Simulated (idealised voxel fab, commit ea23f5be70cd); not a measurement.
Process module heading - voxel gate over fins
Cross-section cut spans 295 nm and uses square cells 5 nm in size.
Format of a cross-section: grid, square cells. Given as bands. Order: top down. Band: one or more rows of cells. The entry gives the band's vertical extent as a top height and a bottom height in nm, then its horizontal make-up as materials from left to right, each with a width in nm. "blank" stands for empty space; a single material marked "throughout" fills the band edge to edge. Heights are measured from 0, the level below which the as-received wafer is all one material; the lowest band has no bottom and continues downward, written as in "0 nm and below". Quick explanation for "30 to 40": the width changes in equal steps down the rows of cells, from the first number in the band's top row to the second number in its bottom row. "nothing got changed" after a step means that no cell of the cross-section changed. "Closed void register" contains a list of empty spaces, each no smaller than 8 cells and without an open way to the top, written in the form width x height at distance with the distance from the left edge and all three in nm. Note: text after step settings on the step line = simulator remark on that step. For masked steps, "overlay nm" on the step line gives how far right of plan the mask actually lay; a minus sign means it lay to the left.
THE PLANNED PROCESS STEPS ARE ENUMERATED HEREUNDER
1,RECEIVE, material Si
2,CONFORMAL_DEP, material SiN, thk nm 10
3,DIRECTIONAL_DEP, material aC, thk nm 15
4,PATTERN, tone cover, mask id FINS, material resist, width nm 15, pitch nm 35, thk nm 35, overlay nm 0
5,DIRECTIONAL_ETCH, etch materials aC, depth nm 15
6,STRIP, etch materials resist
7,DIRECTIONAL_ETCH, etch materials SiN, depth nm 10
8,DIRECTIONAL_ETCH, etch materials Si, depth nm 40
9,STRIP, etch materials aC
10,FILL_DEP, material SiO2, thk nm 10
11,CMP, height nm 10
12,SELECTIVE_ETCH, etch materials SiO2, depth nm 20
13,STRIP, etch materials SiN
14,CONFORMAL_DEP, material HfO2, thk nm 5
15,CONFORMAL_DEP, material TiN, thk nm 5
16,CONFORMAL_DEP, material TiAl, thk nm 5
17,CONFORMAL_DEP, material TiN, thk nm 5
18,FILL_DEP, material W, thk nm 15
19,CMP, height nm 30
20,CONFORMAL_DEP, material SiCN, thk nm 5
RUN AS PLANNED: FIRST OF TWO WAFERS
STEP 1 COMPLETE: CROSS-SECTION OF THE WAFER AS RECEIVED
  0 nm and below | Si throughout
  Closed void register: none
WAFER SECTION VIEW AFTER PROCESSING STEP 2
  10 nm to 0 nm | SiN throughout
  Lower than 0, everything is as it was.
WAFER SECTION VIEW AFTER PROCESSING STEP 3
  25 nm to 10 nm | aC throughout
  Lower than 10, everything is as it was.
WAFER SECTION VIEW AFTER PROCESSING STEP 4
  60 nm to 25 nm | 120 of blank | 15 of resist | 20 of blank | 15 of resist | 125 of blank
  Lower than 25, everything is as it was.
WAFER SECTION VIEW AFTER PROCESSING STEP 5
  45 nm to 25 nm | 120 of blank | 15 of resist | 20 of blank | 15 of resist | 125 of blank
  25 nm to 10 nm | 120 of blank | 15 of aC | 20 of blank | 15 of aC | 125 of blank
  Lower than 10, everything is as it was.
WAFER SECTION VIEW AFTER PROCESSING STEP 6
  25 nm to 10 nm | 120 of blank | 15 of aC | 20 of blank | 15 of aC | 125 of blank
  Lower than 10, everything is as it was.
WAFER SECTION VIEW AFTER PROCESSING STEP 7
  25 nm to 10 nm | 120 of blank | 15 of aC | 20 of blank | 15 of aC | 125 of blank
  10 nm to 0 nm | 120 of blank | 15 of SiN | 20 of blank | 15 of SiN | 125 of blank
  Lower than 0, everything is as it was.
WAFER SECTION VIEW AFTER PROCESSING STEP 8
  25 nm to 10 nm | 120 of blank | 15 of aC | 20 of blank | 15 of aC | 125 of blank
  10 nm to 0 nm | 120 of blank | 15 of SiN | 20 of blank | 15 of SiN | 125 of blank
  0 nm to -40 nm | 120 of blank | 15 of Si | 20 of blank | 15 of Si | 125 of blank
  Lower than -40, everything is as it was.
WAFER SECTION VIEW AFTER PROCESSING STEP 9
  10 nm to 0 nm | 120 of blank | 15 of SiN | 20 of blank | 15 of SiN | 125 of blank
  Lower than 0, everything is as it was.
WAFER SECTION VIEW AFTER PROCESSING STEP 10
  20 nm to 10 nm | SiO2 throughout
  10 nm to 0 nm | 120 of SiO2 | 15 of SiN | 20 of SiO2 | 15 of SiN | 125 of SiO2
  0 nm to -40 nm | 120 of SiO2 | 15 of Si | 20 of SiO2 | 15 of Si | 125 of SiO2
  Lower than -40, everything is as it was.
WAFER SECTION VIEW AFTER PROCESSING STEP 11
  10 nm to 0 nm | 120 of SiO2 | 15 of SiN | 20 of SiO2 | 15 of SiN | 125 of SiO2
  Lower than 0, everything is as it was.
WAFER SECTION VIEW AFTER PROCESSING STEP 12
  10 nm to 0 nm | 120 of blank | 15 of SiN | 20 of blank | 15 of SiN | 125 of blank
  0 nm to -10 nm | 120 of blank | 15 of Si | 20 of blank | 15 of Si | 125 of blank
  Lower than -10, everything is as it was.
WAFER SECTION VIEW AFTER PROCESSING STEP 13
  0 nm to -10 nm | 120 of blank | 15 of Si | 20 of blank | 15 of Si | 125 of blank
  Lower than -10, everything is as it was.
WAFER SECTION VIEW AFTER PROCESSING STEP 14
  5 nm to 0 nm | 115 of blank | 25 of HfO2 | 10 of blank | 25 of HfO2 | 120 of blank
  0 nm to -5 nm | 115 of blank | 5 of HfO2 | 15 of Si | 5 of HfO2 | 10 of blank | 5 of HfO2 | 15 of Si | 5 of HfO2 | 120 of blank
  -5 nm to -10 nm | 120 of HfO2 | 15 of Si | 20 of HfO2 | 15 of Si | 125 of HfO2
  Lower than -10, everything is as it was.
WAFER SECTION VIEW AFTER PROCESSING STEP 15
  10 nm to 5 nm | 110 of blank | 70 of TiN | 115 of blank
  5 nm to 0 nm | 110 of blank | 5 of TiN | 25 of HfO2 | 10 of TiN | 25 of HfO2 | 5 of TiN | 115 of blank
  0 nm to -5 nm | 115 of TiN | 5 of HfO2 | 15 of Si | 5 of HfO2 | 10 of TiN | 5 of HfO2 | 15 of Si | 5 of HfO2 | 120 of TiN
  Lower than -5, everything is as it was.
WAFER SECTION VIEW AFTER PROCESSING STEP 16
  15 nm to 10 nm | 105 of blank | 80 of TiAl | 110 of blank
  10 nm to 5 nm | 105 of blank | 5 of TiAl | 70 of TiN | 5 of TiAl | 110 of blank
  5 nm to 0 nm | 110 of TiAl | 5 of TiN | 25 of HfO2 | 10 of TiN | 25 of HfO2 | 5 of TiN | 115 of TiAl
  Lower than 0, everything is as it was.
WAFER SECTION VIEW AFTER PROCESSING STEP 17
  20 nm to 15 nm | 100 of blank | 90 of TiN | 105 of blank
  15 nm to 10 nm | 100 of blank | 5 of TiN | 80 of TiAl | 5 of TiN | 105 of blank
  10 nm to 5 nm | 105 of TiN | 5 of TiAl | 70 of TiN | 5 of TiAl | 110 of TiN
  Lower than 5, everything is as it was.
WAFER SECTION VIEW AFTER PROCESSING STEP 18
  35 nm to 20 nm | W throughout
  20 nm to 15 nm | 100 of W | 90 of TiN | 105 of W
  15 nm to 10 nm | 100 of W | 5 of TiN | 80 of TiAl | 5 of TiN | 105 of W
  Lower than 10, everything is as it was.
WAFER SECTION VIEW AFTER PROCESSING STEP 19
  30 nm to 20 nm | W throughout
  Lower than 20, everything is as it was.
WAFER SECTION VIEW AFTER PROCESSING STEP 20
  35 nm to 30 nm | SiCN throughout
  Lower than 30, everything is as it was.
OKAY, SECOND WAFER. NOTHING DIFFERENT AT THE START, NOTHING DIFFERENT IN THE PLAN, JUST ONE MISTAKE SOMEWHERE IN THE RUNNING. AS FAR AS STEP 11, COUNTING THAT STEP, IT'S THE FIRST WAFER ALL OVER AGAIN
CROSS-SECTION OF THE SECOND WAFER AT THE TIME STEP 12 OF THE PLAN SHOULD HAVE ENDED
  10 nm to 0 nm | 120 of blank | 15 of SiN | 20 of blank | 15 of SiN | 125 of blank
  0 nm to -30 nm | 120 of blank | 15 of Si | 20 of blank | 15 of Si | 125 of blank
  Lower than -30, everything is as it was.
CROSS-SECTION OF THE SECOND WAFER AT THE TIME STEP 13 OF THE PLAN SHOULD HAVE ENDED
  0 nm to -30 nm | 120 of blank | 15 of Si | 20 of blank | 15 of Si | 125 of blank
  Lower than -30, everything is as it was.
CROSS-SECTION OF THE SECOND WAFER AT THE TIME STEP 14 OF THE PLAN SHOULD HAVE ENDED
  5 nm to 0 nm | 115 of blank | 25 of HfO2 | 10 of blank | 25 of HfO2 | 120 of blank
  0 nm to -25 nm | 115 of blank | 5 of HfO2 | 15 of Si | 5 of HfO2 | 10 of blank | 5 of HfO2 | 15 of Si | 5 of HfO2 | 120 of blank
  -25 nm to -30 nm | 120 of HfO2 | 15 of Si | 20 of HfO2 | 15 of Si | 125 of HfO2
  Lower than -30, everything is as it was.
CROSS-SECTION OF THE SECOND WAFER AT THE TIME STEP 15 OF THE PLAN SHOULD HAVE ENDED
  10 nm to 5 nm | 110 of blank | 70 of TiN | 115 of blank
  5 nm to 0 nm | 110 of blank | 5 of TiN | 25 of HfO2 | 10 of TiN | 25 of HfO2 | 5 of TiN | 115 of blank
  0 nm to -20 nm | 110 of blank | 5 of TiN | 5 of HfO2 | 15 of Si | 5 of HfO2 | 10 of TiN | 5 of HfO2 | 15 of Si | 5 of HfO2 | 5 of TiN | 115 of blank
  -20 nm to -25 nm | 115 of TiN | 5 of HfO2 | 15 of Si | 5 of HfO2 | 10 of TiN | 5 of HfO2 | 15 of Si | 5 of HfO2 | 120 of TiN
  Lower than -25, everything is as it was.
CROSS-SECTION OF THE SECOND WAFER AT THE TIME STEP 16 OF THE PLAN SHOULD HAVE ENDED
  15 nm to 10 nm | 105 of blank | 80 of TiAl | 110 of blank
  10 nm to 5 nm | 105 of blank | 5 of TiAl | 70 of TiN | 5 of TiAl | 110 of blank
  5 nm to 0 nm | 105 of blank | 5 of TiAl | 5 of TiN | 25 of HfO2 | 10 of TiN | 25 of HfO2 | 5 of TiN | 5 of TiAl | 110 of blank
  0 nm to -15 nm | 105 of blank | 5 of TiAl | 5 of TiN | 5 of HfO2 | 15 of Si | 5 of HfO2 | 10 of TiN | 5 of HfO2 | 15 of Si | 5 of HfO2 | 5 of TiN | 5 of TiAl | 110 of blank
  -15 nm to -20 nm | 110 of TiAl | 5 of TiN | 5 of HfO2 | 15 of Si | 5 of HfO2 | 10 of TiN | 5 of HfO2 | 15 of Si | 5 of HfO2 | 5 of TiN | 115 of TiAl
  Lower than -20, everything is as it was.
CROSS-SECTION OF THE SECOND WAFER AT THE TIME STEP 17 OF THE PLAN SHOULD HAVE ENDED
  20 nm to 15 nm | 100 of blank | 90 of TiN | 105 of blank
  15 nm to 10 nm | 100 of blank | 5 of TiN | 80 of TiAl | 5 of TiN | 105 of blank
  10 nm to 5 nm | 100 of blank | 5 of TiN | 5 of TiAl | 70 of TiN | 5 of TiAl | 5 of TiN | 105 of blank
  5 nm to 0 nm | 100 of blank | 5 of TiN | 5 of TiAl | 5 of TiN | 25 of HfO2 | 10 of TiN | 25 of HfO2 | 5 of TiN | 5 of TiAl | 5 of TiN | 105 of blank
  0 nm to -10 nm | 100 of blank | 5 of TiN | 5 of TiAl | 5 of TiN | 5 of HfO2 | 15 of Si | 5 of HfO2 | 10 of TiN | 5 of HfO2 | 15 of Si | 5 of HfO2 | 5 of TiN | 5 of TiAl | 5 of TiN | 105 of blank
  -10 nm to -15 nm | 105 of TiN | 5 of TiAl | 5 of TiN | 5 of HfO2 | 15 of Si | 5 of HfO2 | 10 of TiN | 5 of HfO2 | 15 of Si | 5 of HfO2 | 5 of TiN | 5 of TiAl | 110 of TiN
  Lower than -15, everything is as it was.
CROSS-SECTION OF THE SECOND WAFER AT THE TIME STEP 18 OF THE PLAN SHOULD HAVE ENDED
  35 nm to 20 nm | W throughout
  20 nm to 15 nm | 100 of W | 90 of TiN | 105 of W
  15 nm to 10 nm | 100 of W | 5 of TiN | 80 of TiAl | 5 of TiN | 105 of W
  10 nm to 5 nm | 100 of W | 5 of TiN | 5 of TiAl | 70 of TiN | 5 of TiAl | 5 of TiN | 105 of W
  5 nm to 0 nm | 100 of W | 5 of TiN | 5 of TiAl | 5 of TiN | 25 of HfO2 | 10 of TiN | 25 of HfO2 | 5 of TiN | 5 of TiAl | 5 of TiN | 105 of W
  0 nm to -10 nm | 100 of W | 5 of TiN | 5 of TiAl | 5 of TiN | 5 of HfO2 | 15 of Si | 5 of HfO2 | 10 of TiN | 5 of HfO2 | 15 of Si | 5 of HfO2 | 5 of TiN | 5 of TiAl | 5 of TiN | 105 of W
  Lower than -10, everything is as it was.
CROSS-SECTION OF THE SECOND WAFER AT THE TIME STEP 19 OF THE PLAN SHOULD HAVE ENDED
  30 nm to 20 nm | W throughout
  Lower than 20, everything is as it was.
CROSS-SECTION OF THE SECOND WAFER AT THE TIME STEP 20 OF THE PLAN SHOULD HAVE ENDED
  35 nm to 30 nm | SiCN throughout
  Lower than 30, everything is as it was.
Processing error: it should be noted that step 12 of the plan was executed twice
FYI, end of process, the second wafer has more or fewer cells of some materials than the first: 16 more of HfO2, 212 fewer of SiO2, 8 more of TiAl, 24 more of TiN, 164 more of W
